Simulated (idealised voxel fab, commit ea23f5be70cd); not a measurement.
process module | voxel wiring stack
cross-section cut | 155 nm wide | cells 5 nm
A cross-section is a grid of square cells, given in bands from the top down. A band is one or more rows of cells.
Each band's line starts with the height of the band's top and of its bottom, in nm. Then come its materials from left to right, each with its width in nm. One material with "throughout" fills the band from edge to edge. "air" is empty space.
Height 0 is the level under which the wafer as received is all one material. The lowest band goes on downwards, as in "0 down".
A width such as "30 to 40" changes by the same amount from each row of cells to the next, from the band's top row to its bottom row.
"no change" after a step means that no cell of the cross-section changed.
closed voids: empty space of 8 cells or more with no open way to the top, each as width x height at its distance from the left edge, in nm
after a step's settings: what the simulator itself notes on the step
overlay nm, on a step with a mask: how far to the right of its planned place the mask lay; to the left if negative
Each pair below shows a cross-section before one step and the cross-section after it, down to the lowest band that changed. The line under each pair gives the step between them, with its settings. The pairs can come from different runs of this module on the same starting wafer, so a pair continues from the pair above only where its "before" says so.
before
  0 down: Si throughout
  closed voids: none
after
  10 to 0: SiO2 throughout
  below 0: unchanged
  closed voids: none
the step between: op CONFORMAL_DEP | material SiO2 | thk nm 10
before: the cross-section after the pair above
after
  15 to 10: SiN throughout
  below 10: unchanged
  closed voids: none
the step between: op CONFORMAL_DEP | material SiN | thk nm 5
before: the cross-section after the pair above
after
  40 to 15: lowk throughout
  below 15: unchanged
  closed voids: none
the step between: op DIRECTIONAL_DEP | material lowk | thk nm 25
before: the cross-section after the pair above
after
  60 to 40: resist 35 | air 25 | resist 30 | air 25 | resist 40
  below 40: unchanged
  closed voids: none
the step between: op PATTERN | tone open | mask id METAL_1 | material resist | width nm 25 | pitch nm 55 | thk nm 20 | overlay nm 0
before: the cross-section after the pair above
after
  60 to 40: resist 35 | air 25 | resist 30 | air 25 | resist 40
  40 to 15: lowk 35 | air 25 | lowk 30 | air 25 | lowk 40
  below 15: unchanged
  closed voids: none
the step between: op DIRECTIONAL_ETCH | etch materials lowk | depth nm 25
before: the cross-section after the pair above
after
  60 to 40: resist 35 | air 25 | resist 30 | air 25 | resist 40
  40 to 15: lowk 35 | air 25 | lowk 30 | air 25 | lowk 40
  15 to 10: SiN 35 | air 25 | SiN 30 | air 25 | SiN 40
  below 10: unchanged
  closed voids: none
the step between: op DIRECTIONAL_ETCH | etch materials SiN | depth nm 5
before: the cross-section after the pair above
after
  40 to 15: lowk 35 | air 25 | lowk 30 | air 25 | lowk 40
  below 15: unchanged
  closed voids: none
the step between: op STRIP | etch materials resist
before: the cross-section after the pair above
after
  45 to 40: TiN 40 | air 15 | TiN 40 | air 15 | TiN 45
  40 to 15: lowk 35 | TiN 5 | air 15 | TiN 5 | lowk 30 | TiN 5 | air 15 | TiN 5 | lowk 40
  15 to 10: SiN 35 | TiN 25 | SiN 30 | TiN 25 | SiN 40
  below 10: unchanged
  closed voids: none
the step between: op CONFORMAL_DEP | material TiN | thk nm 5
before: the cross-section after the pair above
after
  55 to 45: Ru throughout
  45 to 40: TiN 40 | Ru 15 | TiN 40 | Ru 15 | TiN 45
  40 to 15: lowk 35 | TiN 5 | Ru 15 | TiN 5 | lowk 30 | TiN 5 | Ru 15 | TiN 5 | lowk 40
  below 15: unchanged
  closed voids: none
the step between: op FILL_DEP | material Ru | thk nm 10
before: the cross-section after the pair above
after
  40 to 15: lowk 35 | TiN 5 | Ru 15 | TiN 5 | lowk 30 | TiN 5 | Ru 15 | TiN 5 | lowk 40
  below 15: unchanged
  closed voids: none
the step between: op CMP | height nm 40
before: the cross-section after the pair above
after
  45 to 40: air 30 | Ru 35 | air 20 | Ru 35 | air 35
  below 40: unchanged
  closed voids: none
the step between: op EPI | material Ru | thk nm 5
before: the cross-section after the pair above
after
  50 to 45: SiCN throughout
  45 to 40: SiCN 30 | Ru 35 | SiCN 20 | Ru 35 | SiCN 35
  below 40: unchanged
  closed voids: none
the step between: op FILL_DEP | material SiCN | thk nm 5
before: the cross-section after the pair above
after
  65 to 50: lowk throughout
  below 50: unchanged
  closed voids: none
the step between: op DIRECTIONAL_DEP | material lowk | thk nm 15
before: the cross-section after the pair above
after
  65 to 50: lowk 35 | air 15 | lowk 105
  below 50: unchanged
  closed voids: none
the step between: op MASKED_ETCH | tone open | mask id PLUG_1 | width nm 15 | etch materials lowk | depth nm 15 | overlay nm 0
before: the cross-section after the pair above
after
  65 to 50: lowk 35 | air 15 | lowk 105
  50 to 45: SiCN 35 | air 15 | SiCN 105
  below 45: unchanged
  closed voids: none
the step between: op MASKED_ETCH | tone open | mask id PLUG_1 | width nm 15 | etch materials SiCN | depth nm 5 | overlay nm 0
before: the cross-section after the pair above
after
  65 to 55: lowk 35 | air 15 | lowk 105
  55 to 50: lowk 35 | Ru 15 | lowk 105
  50 to 45: SiCN 35 | Ru 15 | SiCN 105
  below 45: unchanged
  closed voids: none
the step between: op EPI | material Ru | thk nm 10
before: the cross-section after the pair above
after
  65 to 50: lowk 35 | Ru 15 | lowk 105
  below 50: unchanged
  closed voids: none
the step between: op EPI | material Ru | thk nm 10
before: the cross-section after the pair above
after
  70 to 65: TiN throughout
  below 65: unchanged
  closed voids: none
the step between: op DIRECTIONAL_DEP | material TiN | thk nm 5
before: the cross-section after the pair above
after
  90 to 70: W throughout
  below 70: unchanged
  closed voids: none
the step between: op DIRECTIONAL_DEP | material W | thk nm 20
before: the cross-section after the pair above
after
  105 to 90: aC throughout
  below 90: unchanged
  closed voids: none
the step between: op DIRECTIONAL_DEP | material aC | thk nm 15
before: the cross-section after the pair above
after
  135 to 105: air 35 | resist 25 | air 30 | resist 25 | air 40
  below 105: unchanged
  closed voids: none
the step between: op PATTERN | tone cover | mask id METAL_2 | material resist | width nm 25 | pitch nm 55 | thk nm 30 | overlay nm 0
before: the cross-section after the pair above
after
  120 to 105: air 35 | resist 25 | air 30 | resist 25 | air 40
  105 to 90: air 35 | aC 25 | air 30 | aC 25 | air 40
  below 90: unchanged
  closed voids: none
the step between: op DIRECTIONAL_ETCH | etch materials aC | depth nm 15
before: the cross-section after the pair above
after
  105 to 90: air 35 | aC 25 | air 30 | aC 25 | air 40
  below 90: unchanged
  closed voids: none
the step between: op STRIP | etch materials resist
before: the cross-section after the pair above
after
  105 to 90: air 35 | aC 25 | air 30 | aC 25 | air 40
  90 to 70: air 35 | W 25 | air 30 | W 25 | air 40
  below 70: unchanged
  closed voids: none
the step between: op DIRECTIONAL_ETCH | etch materials W | depth nm 20
before: the cross-section after the pair above
after
  105 to 90: air 35 | aC 25 | air 30 | aC 25 | air 40
  90 to 70: air 35 | W 25 | air 30 | W 25 | air 40
  70 to 65: air 35 | TiN 25 | air 30 | TiN 25 | air 40
  below 65: unchanged
  closed voids: none
the step between: op DIRECTIONAL_ETCH | etch materials TiN | depth nm 5
before: the cross-section after the pair above
after
  90 to 70: air 35 | W 25 | air 30 | W 25 | air 40
  below 70: unchanged
  closed voids: none
the step between: op STRIP | etch materials aC
before: the cross-section after the pair above
after
  95 to 90: SiO2 throughout
  90 to 70: SiO2 35 | W 25 | SiO2 30 | W 25 | SiO2 40
  70 to 65: SiO2 35 | TiN 25 | SiO2 30 | TiN 25 | SiO2 40
  below 65: unchanged
  closed voids: none
the step between: op FILL_DEP | material SiO2 | thk nm 5
before: the cross-section after the pair above
after
  90 to 70: SiO2 35 | W 25 | SiO2 30 | W 25 | SiO2 40
  below 70: unchanged
  closed voids: none
the step between: op CMP | height nm 90
before: the cross-section after the pair above
after
  95 to 90: SiCN throughout
  below 90: unchanged
  closed voids: none
the step between: op CONFORMAL_DEP | material SiCN | thk nm 5
before
  45 to 40: air 30 | Ru 35 | air 20 | Ru 35 | air 35
  40 to 15: lowk 35 | TiN 5 | Ru 15 | TiN 5 | lowk 30 | TiN 5 | Ru 15 | TiN 5 | lowk 40
  15 to 10: SiN 35 | TiN 25 | SiN 30 | TiN 25 | SiN 40
  10 to 0: SiO2 throughout
  0 down: Si throughout
  closed voids: none
after
  60 to 55: air 30 | lowk 35 | air 20 | lowk 35 | air 35
  55 to 45: lowk throughout
  45 to 40: lowk 30 | Ru 35 | lowk 20 | Ru 35 | lowk 35
  below 40: unchanged
  closed voids: none
the step between: op DIRECTIONAL_DEP | material lowk | thk nm 15
before: the cross-section after the pair above
after
  60 to 55: air 30 | lowk 5 | air 15 | lowk 15 | air 20 | lowk 35 | air 35
  55 to 45: lowk 35 | air 15 | lowk 105
  below 45: unchanged
  closed voids: none
the step between: op MASKED_ETCH | tone open | mask id PLUG_1 | width nm 15 | etch materials lowk | depth nm 15 | overlay nm 0
before: the cross-section after the pair above
after
  60 to 55: air 30 | lowk 5 | air 15 | lowk 15 | air 20 | lowk 35 | air 35
  55 to 45: lowk 35 | Ru 15 | lowk 105
  below 45: unchanged
  closed voids: none
the step between: op EPI | material Ru | thk nm 10
before: the cross-section after the pair above
after
  65 to 60: air 30 | Ru 25 | air 100
  60 to 55: air 30 | lowk 5 | Ru 15 | lowk 15 | air 20 | lowk 35 | air 35
  below 55: unchanged
  closed voids: none
the step between: op EPI | material Ru | thk nm 10
before: the cross-section after the pair above
after
  70 to 65: air 30 | TiN 25 | air 100
  65 to 60: air 30 | Ru 25 | TiN 10 | air 20 | TiN 35 | air 35
  60 to 55: TiN 30 | lowk 5 | Ru 15 | lowk 15 | TiN 20 | lowk 35 | TiN 35
  below 55: unchanged
  closed voids: none
the step between: op DIRECTIONAL_DEP | material TiN | thk nm 5
before: the cross-section after the pair above
after
  90 to 85: air 30 | W 25 | air 100
  85 to 80: air 30 | W 35 | air 20 | W 35 | air 35
  80 to 70: W throughout
  70 to 65: W 30 | TiN 25 | W 100
  65 to 60: W 30 | Ru 25 | TiN 10 | W 20 | TiN 35 | W 35
  below 60: unchanged
  closed voids: none
the step between: op DIRECTIONAL_DEP | material W | thk nm 20
before: the cross-section after the pair above
after
  105 to 100: air 30 | aC 25 | air 100
  100 to 95: air 30 | aC 35 | air 20 | aC 35 | air 35
  95 to 90: aC throughout
  90 to 85: aC 30 | W 25 | aC 100
  85 to 80: aC 30 | W 35 | aC 20 | W 35 | aC 35
  below 80: unchanged
  closed voids: none
the step between: op DIRECTIONAL_DEP | material aC | thk nm 15
before: the cross-section after the pair above
after
  135 to 105: air 35 | resist 25 | air 30 | resist 25 | air 40
  105 to 100: air 30 | aC 25 | resist 5 | air 30 | resist 25 | air 40
  below 100: unchanged
  closed voids: none
the step between: op PATTERN | tone cover | mask id METAL_2 | material resist | width nm 25 | pitch nm 55 | thk nm 30 | overlay nm 0
before: the cross-section after the pair above
after
  120 to 105: air 35 | resist 25 | air 30 | resist 25 | air 40
  105 to 100: air 35 | aC 20 | resist 5 | air 30 | resist 25 | air 40
  100 to 90: air 35 | aC 25 | air 30 | aC 25 | air 40
  90 to 85: air 30 | W 25 | aC 5 | air 30 | aC 25 | air 40
  85 to 80: air 30 | W 35 | air 20 | W 35 | air 35
  below 80: unchanged
  closed voids: none
the step between: op DIRECTIONAL_ETCH | etch materials aC | depth nm 15
before: the cross-section after the pair above
after
  105 to 100: air 35 | aC 20 | air 100
  below 100: unchanged
  closed voids: none
the step between: op STRIP | etch materials resist
before: the cross-section after the pair above
after
  105 to 100: air 35 | aC 20 | air 100
  100 to 90: air 35 | aC 25 | air 30 | aC 25 | air 40
  90 to 85: air 35 | W 20 | aC 5 | air 30 | aC 25 | air 40
  85 to 70: air 35 | W 25 | air 30 | W 25 | air 40
  70 to 65: air 30 | TiN 25 | W 5 | air 30 | W 25 | air 40
  65 to 60: air 30 | Ru 25 | TiN 10 | air 20 | TiN 35 | air 35
  below 60: unchanged
  closed voids: none
the step between: op DIRECTIONAL_ETCH | etch materials W | depth nm 20
before: the cross-section after the pair above
after
  105 to 100: air 35 | aC 20 | air 100
  100 to 90: air 35 | aC 25 | air 30 | aC 25 | air 40
  90 to 85: air 35 | W 20 | aC 5 | air 30 | aC 25 | air 40
  85 to 70: air 35 | W 25 | air 30 | W 25 | air 40
  70 to 65: air 35 | TiN 20 | W 5 | air 30 | W 25 | air 40
  65 to 60: air 30 | Ru 25 | TiN 5 | air 30 | TiN 25 | air 40
  60 to 55: air 30 | lowk 5 | Ru 15 | lowk 15 | air 20 | lowk 35 | air 35
  below 55: unchanged
  closed voids: none
the step between: op DIRECTIONAL_ETCH | etch materials TiN | depth nm 5
before: the cross-section after the pair above
after
  90 to 85: air 35 | W 20 | air 100
  below 85: unchanged
  closed voids: none
the step between: op STRIP | etch materials aC
before: the cross-section after the pair above
after
  95 to 90: SiO2 throughout
  90 to 85: SiO2 35 | W 20 | SiO2 100
  85 to 70: SiO2 35 | W 25 | SiO2 30 | W 25 | SiO2 40
  70 to 65: SiO2 35 | TiN 20 | W 5 | SiO2 30 | W 25 | SiO2 40
  65 to 60: SiO2 30 | Ru 25 | TiN 5 | SiO2 30 | TiN 25 | SiO2 40
  60 to 55: SiO2 30 | lowk 5 | Ru 15 | lowk 15 | SiO2 20 | lowk 35 | SiO2 35
  below 55: unchanged
  closed voids: none
the step between: op FILL_DEP | material SiO2 | thk nm 5
before: the cross-section after the pair above
after
  90 to 85: SiO2 35 | W 20 | SiO2 100
  below 85: unchanged
  closed voids: none
the step between: op CMP | height nm 90
before: the cross-section after the pair above
after
  95 to 90: SiCN throughout
  below 90: unchanged
  closed voids: none
the step between: op CONFORMAL_DEP | material SiCN | thk nm 5
before
  65 to 50: lowk 35 | Ru 15 | lowk 105
  50 to 45: SiCN 35 | Ru 15 | SiCN 105
  45 to 40: SiCN 30 | Ru 35 | SiCN 20 | Ru 35 | SiCN 35
  40 to 15: lowk 35 | TiN 5 | Ru 15 | TiN 5 | lowk 30 | TiN 5 | Ru 15 | TiN 5 | lowk 40
  15 to 10: SiN 35 | TiN 25 | SiN 30 | TiN 25 | SiN 40
  10 to 0: SiO2 throughout
  0 down: Si throughout
  closed voids: none
after
  75 to 65: air 25 | Ru 35 | air 95
  below 65: unchanged
  closed voids: none
the step between: op EPI | material Ru | thk nm 10
before: the cross-section after the pair above
after
  80 to 75: air 25 | TiN 35 | air 95
  75 to 70: air 25 | Ru 35 | air 95
  70 to 65: TiN 25 | Ru 35 | TiN 95
  below 65: unchanged
  closed voids: none
the step between: op DIRECTIONAL_DEP | material TiN | thk nm 5
before: the cross-section after the pair above
after
  100 to 90: air 25 | W 35 | air 95
  90 to 80: W throughout
  80 to 75: W 25 | TiN 35 | W 95
  75 to 70: W 25 | Ru 35 | W 95
  below 70: unchanged
  closed voids: none
the step between: op DIRECTIONAL_DEP | material W | thk nm 20
before: the cross-section after the pair above
after
  115 to 105: air 25 | aC 35 | air 95
  105 to 100: aC throughout
  100 to 90: aC 25 | W 35 | aC 95
  below 90: unchanged
  closed voids: none
the step between: op DIRECTIONAL_DEP | material aC | thk nm 15
before: the cross-section after the pair above
after
  145 to 115: air 35 | resist 25 | air 30 | resist 25 | air 40
  115 to 105: air 25 | aC 35 | air 30 | resist 25 | air 40
  below 105: unchanged
  closed voids: none
the step between: op PATTERN | tone cover | mask id METAL_2 | material resist | width nm 25 | pitch nm 55 | thk nm 30 | overlay nm 0
before: the cross-section after the pair above
after
  130 to 115: air 35 | resist 25 | air 30 | resist 25 | air 40
  115 to 105: air 35 | aC 25 | air 30 | resist 25 | air 40
  105 to 100: air 35 | aC 25 | air 30 | aC 25 | air 40
  100 to 90: air 25 | W 35 | air 30 | aC 25 | air 40
  below 90: unchanged
  closed voids: none
the step between: op DIRECTIONAL_ETCH | etch materials aC | depth nm 15
before: the cross-section after the pair above
after
  115 to 105: air 35 | aC 25 | air 95
  below 105: unchanged
  closed voids: none
the step between: op STRIP | etch materials resist
before: the cross-section after the pair above
after
  115 to 105: air 35 | aC 25 | air 95
  105 to 100: air 35 | aC 25 | air 30 | aC 25 | air 40
  100 to 90: air 35 | W 25 | air 30 | aC 25 | air 40
  90 to 80: air 35 | W 25 | air 30 | W 25 | air 40
  80 to 75: air 25 | TiN 35 | air 30 | W 25 | air 40
  75 to 70: air 25 | Ru 35 | air 30 | W 25 | air 40
  below 70: unchanged
  closed voids: none
the step between: op DIRECTIONAL_ETCH | etch materials W | depth nm 20
before: the cross-section after the pair above
after
  115 to 105: air 35 | aC 25 | air 95
  105 to 100: air 35 | aC 25 | air 30 | aC 25 | air 40
  100 to 90: air 35 | W 25 | air 30 | aC 25 | air 40
  90 to 80: air 35 | W 25 | air 30 | W 25 | air 40
  80 to 75: air 35 | TiN 25 | air 30 | W 25 | air 40
  75 to 70: air 25 | Ru 35 | air 30 | W 25 | air 40
  70 to 65: air 25 | Ru 35 | air 30 | TiN 25 | air 40
  below 65: unchanged
  closed voids: none
the step between: op DIRECTIONAL_ETCH | etch materials TiN | depth nm 5
before: the cross-section after the pair above
after
  100 to 90: air 35 | W 25 | air 95
  below 90: unchanged
  closed voids: none
the step between: op STRIP | etch materials aC
before: the cross-section after the pair above
after
  105 to 100: SiO2 throughout
  100 to 90: SiO2 35 | W 25 | SiO2 95
  90 to 80: SiO2 35 | W 25 | SiO2 30 | W 25 | SiO2 40
  80 to 75: SiO2 35 | TiN 25 | SiO2 30 | W 25 | SiO2 40
  75 to 70: SiO2 25 | Ru 35 | SiO2 30 | W 25 | SiO2 40
  70 to 65: SiO2 25 | Ru 35 | SiO2 30 | TiN 25 | SiO2 40
  below 65: unchanged
  closed voids: none
the step between: op FILL_DEP | material SiO2 | thk nm 5
before: the cross-section after the pair above
after
  90 to 80: SiO2 35 | W 25 | SiO2 30 | W 25 | SiO2 40
  below 80: unchanged
  closed voids: none
the step between: op CMP | height nm 90
before: the cross-section after the pair above
after
  95 to 90: SiCN throughout
  below 90: unchanged
  closed voids: none
the step between: op CONFORMAL_DEP | material SiCN | thk nm 5
before
  10 to 0: SiO2 throughout
  0 down: Si throughout
  closed voids: none
after
  35 to 10: lowk throughout
  below 10: unchanged
  closed voids: none
the step between: op DIRECTIONAL_DEP | material lowk | thk nm 25
before: the cross-section after the pair above
after
  40 to 35: SiN throughout
  below 35: unchanged
  closed voids: none
the step between: op CONFORMAL_DEP | material SiN | thk nm 5
before: the cross-section after the pair above
after
  60 to 40: resist 35 | air 25 | resist 30 | air 25 | resist 40
  below 40: unchanged
  closed voids: none
the step between: op PATTERN | tone open | mask id METAL_1 | material resist | width nm 25 | pitch nm 55 | thk nm 20 | overlay nm 0
before: the cross-section after the pair above
after
  60 to 40: resist 35 | air 25 | resist 30 | air 25 | resist 40
  40 to 35: SiN 35 | air 25 | SiN 30 | air 25 | SiN 40
  below 35: unchanged
  closed voids: none
the step between: op DIRECTIONAL_ETCH | etch materials SiN | depth nm 5
before: the cross-section after the pair above
after
  40 to 35: SiN 35 | air 25 | SiN 30 | air 25 | SiN 40
  below 35: unchanged
  closed voids: none
the step between: op STRIP | etch materials resist
before: the cross-section after the pair above
after
  45 to 40: TiN 40 | air 15 | TiN 40 | air 15 | TiN 45
  40 to 35: SiN 35 | TiN 25 | SiN 30 | TiN 25 | SiN 40
  below 35: unchanged
  closed voids: none
the step between: op CONFORMAL_DEP | material TiN | thk nm 5
before: the cross-section after the pair above
after
  55 to 45: Ru throughout
  45 to 40: TiN 40 | Ru 15 | TiN 40 | Ru 15 | TiN 45
  below 40: unchanged
  closed voids: none
the step between: op FILL_DEP | material Ru | thk nm 10
before: the cross-section after the pair above
after
  40 to 35: SiN 35 | TiN 25 | SiN 30 | TiN 25 | SiN 40
  below 35: unchanged
  closed voids: none
the step between: op CMP | height nm 40
before: the cross-section after the pair above
after
  45 to 40: air 30 | Ru 35 | air 20 | Ru 35 | air 35
  below 40: unchanged
  closed voids: none
the step between: op EPI | material Ru | thk nm 5
before: the cross-section after the pair above
after
  50 to 45: SiCN throughout
  45 to 40: SiCN 30 | Ru 35 | SiCN 20 | Ru 35 | SiCN 35
  below 40: unchanged
  closed voids: none
the step between: op FILL_DEP | material SiCN | thk nm 5
before: the cross-section after the pair above
after
  65 to 50: lowk throughout
  below 50: unchanged
  closed voids: none
the step between: op DIRECTIONAL_DEP | material lowk | thk nm 15
before: the cross-section after the pair above
after
  65 to 50: lowk 35 | air 15 | lowk 105
  below 50: unchanged
  closed voids: none
the step between: op MASKED_ETCH | tone open | mask id PLUG_1 | width nm 15 | etch materials lowk | depth nm 15 | overlay nm 0
before: the cross-section after the pair above
after
  65 to 50: lowk 35 | air 15 | lowk 105
  50 to 45: SiCN 35 | air 15 | SiCN 105
  below 45: unchanged
  closed voids: none
the step between: op MASKED_ETCH | tone open | mask id PLUG_1 | width nm 15 | etch materials SiCN | depth nm 5 | overlay nm 0
before: the cross-section after the pair above
after
  65 to 55: lowk 35 | air 15 | lowk 105
  55 to 50: lowk 35 | Ru 15 | lowk 105
  50 to 45: SiCN 35 | Ru 15 | SiCN 105
  below 45: unchanged
  closed voids: none
the step between: op EPI | material Ru | thk nm 10
before: the cross-section after the pair above
after
  65 to 50: lowk 35 | Ru 15 | lowk 105
  below 50: unchanged
  closed voids: none
the step between: op EPI | material Ru | thk nm 10
before: the cross-section after the pair above
after
  70 to 65: TiN throughout
  below 65: unchanged
  closed voids: none
the step between: op DIRECTIONAL_DEP | material TiN | thk nm 5
before: the cross-section after the pair above
after
  90 to 70: W throughout
  below 70: unchanged
  closed voids: none
the step between: op DIRECTIONAL_DEP | material W | thk nm 20
before: the cross-section after the pair above
after
  105 to 90: aC throughout
  below 90: unchanged
  closed voids: none
the step between: op DIRECTIONAL_DEP | material aC | thk nm 15
before: the cross-section after the pair above
after
  135 to 105: air 35 | resist 25 | air 30 | resist 25 | air 40
  below 105: unchanged
  closed voids: none
the step between: op PATTERN | tone cover | mask id METAL_2 | material resist | width nm 25 | pitch nm 55 | thk nm 30 | overlay nm 0
before: the cross-section after the pair above
after
  120 to 105: air 35 | resist 25 | air 30 | resist 25 | air 40
  105 to 90: air 35 | aC 25 | air 30 | aC 25 | air 40
  below 90: unchanged
  closed voids: none
the step between: op DIRECTIONAL_ETCH | etch materials aC | depth nm 15
before: the cross-section after the pair above
after
  105 to 90: air 35 | aC 25 | air 30 | aC 25 | air 40
  below 90: unchanged
  closed voids: none
the step between: op STRIP | etch materials resist
before: the cross-section after the pair above
after
  105 to 90: air 35 | aC 25 | air 30 | aC 25 | air 40
  90 to 70: air 35 | W 25 | air 30 | W 25 | air 40
  below 70: unchanged
  closed voids: none
the step between: op DIRECTIONAL_ETCH | etch materials W | depth nm 20
before: the cross-section after the pair above
after
  105 to 90: air 35 | aC 25 | air 30 | aC 25 | air 40
  90 to 70: air 35 | W 25 | air 30 | W 25 | air 40
  70 to 65: air 35 | TiN 25 | air 30 | TiN 25 | air 40
  below 65: unchanged
  closed voids: none
the step between: op DIRECTIONAL_ETCH | etch materials TiN | depth nm 5
before: the cross-section after the pair above
after
  90 to 70: air 35 | W 25 | air 30 | W 25 | air 40
  below 70: unchanged
  closed voids: none
the step between: op STRIP | etch materials aC
before: the cross-section after the pair above
after
  95 to 90: SiO2 throughout
  90 to 70: SiO2 35 | W 25 | SiO2 30 | W 25 | SiO2 40
  70 to 65: SiO2 35 | TiN 25 | SiO2 30 | TiN 25 | SiO2 40
  below 65: unchanged
  closed voids: none
the step between: op FILL_DEP | material SiO2 | thk nm 5
before: the cross-section after the pair above
after
  90 to 70: SiO2 35 | W 25 | SiO2 30 | W 25 | SiO2 40
  below 70: unchanged
  closed voids: none
the step between: op CMP | height nm 90
before: the cross-section after the pair above
after
  95 to 90: SiCN throughout
  below 90: unchanged
  closed voids: none
the step between: op CONFORMAL_DEP | material SiCN | thk nm 5
before
  65 to 50: lowk throughout
  50 to 45: SiCN throughout
  45 to 40: SiCN 30 | Ru 35 | SiCN 20 | Ru 35 | SiCN 35
  40 to 15: lowk 35 | TiN 5 | Ru 15 | TiN 5 | lowk 30 | TiN 5 | Ru 15 | TiN 5 | lowk 40
  15 to 10: SiN 35 | TiN 25 | SiN 30 | TiN 25 | SiN 40
  10 to 0: SiO2 throughout
  0 down: Si throughout
  closed voids: none
after
  65 to 55: lowk 35 | air 15 | lowk 105
  below 55: unchanged
  closed voids: none
the step between: op MASKED_ETCH | tone open | mask id PLUG_1 | width nm 15 | etch materials lowk | depth nm 10 | overlay nm 0
before: the cross-section after the pair above
after
  70 to 65: TiN 35 | air 15 | TiN 105
  65 to 60: lowk 35 | air 15 | lowk 105
  60 to 55: lowk 35 | TiN 15 | lowk 105
  below 55: unchanged
  closed voids: none
the step between: op DIRECTIONAL_DEP | material TiN | thk nm 5
before: the cross-section after the pair above
after
  90 to 80: W 35 | air 15 | W 105
  80 to 70: W throughout
  70 to 65: TiN 35 | W 15 | TiN 105
  65 to 60: lowk 35 | W 15 | lowk 105
  below 60: unchanged
  closed voids: none
the step between: op DIRECTIONAL_DEP | material W | thk nm 20
before: the cross-section after the pair above
after
  105 to 95: aC 35 | air 15 | aC 105
  95 to 90: aC throughout
  90 to 80: W 35 | aC 15 | W 105
  below 80: unchanged
  closed voids: none
the step between: op DIRECTIONAL_DEP | material aC | thk nm 15
before: the cross-section after the pair above
after
  135 to 105: air 35 | resist 25 | air 30 | resist 25 | air 40
  105 to 95: aC 35 | resist 15 | aC 105
  below 95: unchanged
  closed voids: none
the step between: op PATTERN | tone cover | mask id METAL_2 | material resist | width nm 25 | pitch nm 55 | thk nm 30 | overlay nm 0
before: the cross-section after the pair above
after
  120 to 105: air 35 | resist 25 | air 30 | resist 25 | air 40
  105 to 95: air 35 | resist 15 | aC 10 | air 30 | aC 25 | air 40
  95 to 90: air 35 | aC 25 | air 30 | aC 25 | air 40
  below 90: unchanged
  closed voids: none
the step between: op DIRECTIONAL_ETCH | etch materials aC | depth nm 15
before: the cross-section after the pair above
after
  105 to 95: air 50 | aC 10 | air 30 | aC 25 | air 40
  below 95: unchanged
  closed voids: none
the step between: op STRIP | etch materials resist
before: the cross-section after the pair above
after
  105 to 95: air 50 | aC 10 | air 30 | aC 25 | air 40
  95 to 90: air 35 | aC 25 | air 30 | aC 25 | air 40
  90 to 80: air 35 | aC 15 | W 10 | air 30 | W 25 | air 40
  80 to 70: air 35 | W 25 | air 30 | W 25 | air 40
  below 70: unchanged
  closed voids: none
the step between: op DIRECTIONAL_ETCH | etch materials W | depth nm 20
before: the cross-section after the pair above
after
  105 to 95: air 50 | aC 10 | air 30 | aC 25 | air 40
  95 to 90: air 35 | aC 25 | air 30 | aC 25 | air 40
  90 to 80: air 35 | aC 15 | W 10 | air 30 | W 25 | air 40
  80 to 70: air 35 | W 25 | air 30 | W 25 | air 40
  70 to 65: air 35 | W 15 | TiN 10 | air 30 | TiN 25 | air 40
  below 65: unchanged
  closed voids: none
the step between: op DIRECTIONAL_ETCH | etch materials TiN | depth nm 5
before: the cross-section after the pair above
after
  90 to 80: air 50 | W 10 | air 30 | W 25 | air 40
  below 80: unchanged
  closed voids: none
the step between: op STRIP | etch materials aC
before: the cross-section after the pair above
after
  95 to 90: SiO2 throughout
  90 to 80: SiO2 50 | W 10 | SiO2 30 | W 25 | SiO2 40
  80 to 70: SiO2 35 | W 25 | SiO2 30 | W 25 | SiO2 40
  70 to 65: SiO2 35 | W 15 | TiN 10 | SiO2 30 | TiN 25 | SiO2 40
  below 65: unchanged
  closed voids: none
the step between: op FILL_DEP | material SiO2 | thk nm 5
before: the cross-section after the pair above
after
  90 to 80: SiO2 50 | W 10 | SiO2 30 | W 25 | SiO2 40
  below 80: unchanged
  closed voids: none
the step between: op CMP | height nm 90
before: the cross-section after the pair above
after
  95 to 90: SiCN throughout
  below 90: unchanged
  closed voids: none
the step between: op CONFORMAL_DEP | material SiCN | thk nm 5
before
  65 to 50: lowk throughout
  50 to 45: SiCN throughout
  45 to 40: SiCN 30 | Ru 35 | SiCN 20 | Ru 35 | SiCN 35
  40 to 15: lowk 35 | TiN 5 | Ru 15 | TiN 5 | lowk 30 | TiN 5 | Ru 15 | TiN 5 | lowk 40
  15 to 10: SiN 35 | TiN 25 | SiN 30 | TiN 25 | SiN 40
  10 to 0: SiO2 throughout
  0 down: Si throughout
  closed voids: none
after
  65 to 50: lowk 35 | air 20 | lowk 100
  below 50: unchanged
  closed voids: none
the step between: op MASKED_ETCH | tone open | mask id PLUG_1 | width nm 20 | etch materials lowk | depth nm 15 | overlay nm 0
before: the cross-section after the pair above
after
  65 to 50: lowk 35 | air 20 | lowk 100
  50 to 45: SiCN 35 | air 15 | SiCN 105
  below 45: unchanged
  closed voids: none
the step between: op MASKED_ETCH | tone open | mask id PLUG_1 | width nm 15 | etch materials SiCN | depth nm 5 | overlay nm 0
before: the cross-section after the pair above
after
  65 to 55: lowk 35 | air 20 | lowk 100
  55 to 50: lowk 35 | Ru 20 | lowk 100
  50 to 45: SiCN 35 | Ru 15 | SiCN 105
  below 45: unchanged
  closed voids: none
the step between: op EPI | material Ru | thk nm 10
before: the cross-section after the pair above
after
  65 to 50: lowk 35 | Ru 20 | lowk 100
  below 50: unchanged
  closed voids: none
the step between: op EPI | material Ru | thk nm 10
before: the cross-section after the pair above
after
  70 to 65: TiN throughout
  below 65: unchanged
  closed voids: none
the step between: op DIRECTIONAL_DEP | material TiN | thk nm 5
before: the cross-section after the pair above
after
  90 to 70: W throughout
  below 70: unchanged
  closed voids: none
the step between: op DIRECTIONAL_DEP | material W | thk nm 20
before: the cross-section after the pair above
after
  105 to 90: aC throughout
  below 90: unchanged
  closed voids: none
the step between: op DIRECTIONAL_DEP | material aC | thk nm 15
before: the cross-section after the pair above
after
  135 to 105: air 35 | resist 25 | air 30 | resist 25 | air 40
  below 105: unchanged
  closed voids: none
the step between: op PATTERN | tone cover | mask id METAL_2 | material resist | width nm 25 | pitch nm 55 | thk nm 30 | overlay nm 0
before: the cross-section after the pair above
after
  120 to 105: air 35 | resist 25 | air 30 | resist 25 | air 40
  105 to 90: air 35 | aC 25 | air 30 | aC 25 | air 40
  below 90: unchanged
  closed voids: none
the step between: op DIRECTIONAL_ETCH | etch materials aC | depth nm 15
before: the cross-section after the pair above
after
  105 to 90: air 35 | aC 25 | air 30 | aC 25 | air 40
  below 90: unchanged
  closed voids: none
the step between: op STRIP | etch materials resist
before: the cross-section after the pair above
after
  105 to 90: air 35 | aC 25 | air 30 | aC 25 | air 40
  90 to 70: air 35 | W 25 | air 30 | W 25 | air 40
  below 70: unchanged
  closed voids: none
the step between: op DIRECTIONAL_ETCH | etch materials W | depth nm 20
